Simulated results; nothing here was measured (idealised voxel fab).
This is a process module. Its name is voxel self aligned vias.
Section cut is 235 nm wide and gridded with 5 nm square cells.
A cross-section is a grid of square cells, given in bands from the top down. A band is one or more rows of cells. The band entry comprises the height of the band's top followed by the height of its bottom, expressed in nm, and subsequently the band's materials from left to right, each stated together with its width in nm. Where a single material is marked with the word "all across", that material fills the band from edge to edge. The word "empty" represents empty space. A quick word on heights: they are counted from 0, and under that level the wafer as it came to us is one material throughout. The lowest band is different from the rest in having no bottom; it simply continues downward, written as in "0..down". The notation "30..40" denotes a width that varies across the rows of cells in the band, beginning at the first number in the top row, finishing at the second number in the bottom row, and changing by an identical amount from each row to the next. The designation "left unchanged", where it is given for a processing step, indicates that no cell of the cross-section was altered in the course of that step. Closed empty spaces (no open way to the top) of 8 cells or more are what "Closed-off voids" lists, each as width x height at distance from the left edge, nm for all three. Post-settings text on a step line: simulator's own remark regarding the step. "overlay nm", when on a step's line for a step with a mask, measures how far to the right of its planned place the mask lay; a negative measure means to the left.

Planned process steps:
1,RECEIVE: material Si
2,CONFORMAL_DEP: material SiO2, thk nm 15
3,CONFORMAL_DEP: material SiCN, thk nm 5
4,DIRECTIONAL_DEP: material lowk, thk nm 30
5,DIRECTIONAL_DEP: material aC, thk nm 15
6,PATTERN: tone open, mask id LINES, material resist, width nm 15, pitch nm 60, thk nm 35, overlay nm 0
7,DIRECTIONAL_ETCH: etch materials aC, depth nm 15
8,STRIP: etch materials resist
9,DIRECTIONAL_ETCH: etch materials lowk, depth nm 30
10,STRIP: etch materials aC
11,CONFORMAL_DEP: material TiN, thk nm 5
12,FILL_DEP: material Ru, thk nm 5
13,CMP: height nm 50
14,SELECTIVE_ETCH: etch materials W Ru TiN, depth nm 5
15,FILL_DEP: material SiN, thk nm 5
16,CMP: height nm 50
17,DIRECTIONAL_DEP: material lowk, thk nm 20
18,PATTERN: tone open, mask id VIAS, material resist, width nm 30, pitch nm 60, thk nm 15, overlay nm 0
19,DIRECTIONAL_ETCH: etch materials lowk, depth nm 20
20,DIRECTIONAL_ETCH: etch materials SiN, depth nm 5
21,STRIP: etch materials resist
22,CONFORMAL_DEP: material TiN, thk nm 5
23,FILL_DEP: material Cu, thk nm 10
24,CMP: height nm 70
25,CONFORMAL_DEP: material SiCN, thk nm 5
What sets these wafers apart? The width nm at step 6. They all start alike, and the plan carries the first wafer's value.

As-received cross-section, first of several wafers, post step 1:
> 0..down: Si all across
> Closed-off voids: none

Per wafer (row), end of module: delta in cells per material since receipt, (+) for gained, (-) for lost; closed voids after that:
width nm 15 | +26 Cu | +8 Ru | +94 SiCN | +141 SiO2 | +50 TiN | +386 lowk | Closed-off voids: none
width nm 20 | +28 Cu | +16 Ru | +94 SiCN | +141 SiO2 | +52 TiN | +374 lowk | Closed-off voids: none
width nm 25 | +30 Cu | +24 Ru | +94 SiCN | +141 SiO2 | +54 TiN | +362 lowk | Closed-off voids: none
width nm 30 | +32 Cu | +32 Ru | +94 SiCN | +141 SiO2 | +56 TiN | +350 lowk | Closed-off voids: none
width nm 35 | +32 Cu | +40 Ru | +94 SiCN | +2 SiN | +141 SiO2 | +58 TiN | +338 lowk | Closed-off voids: none
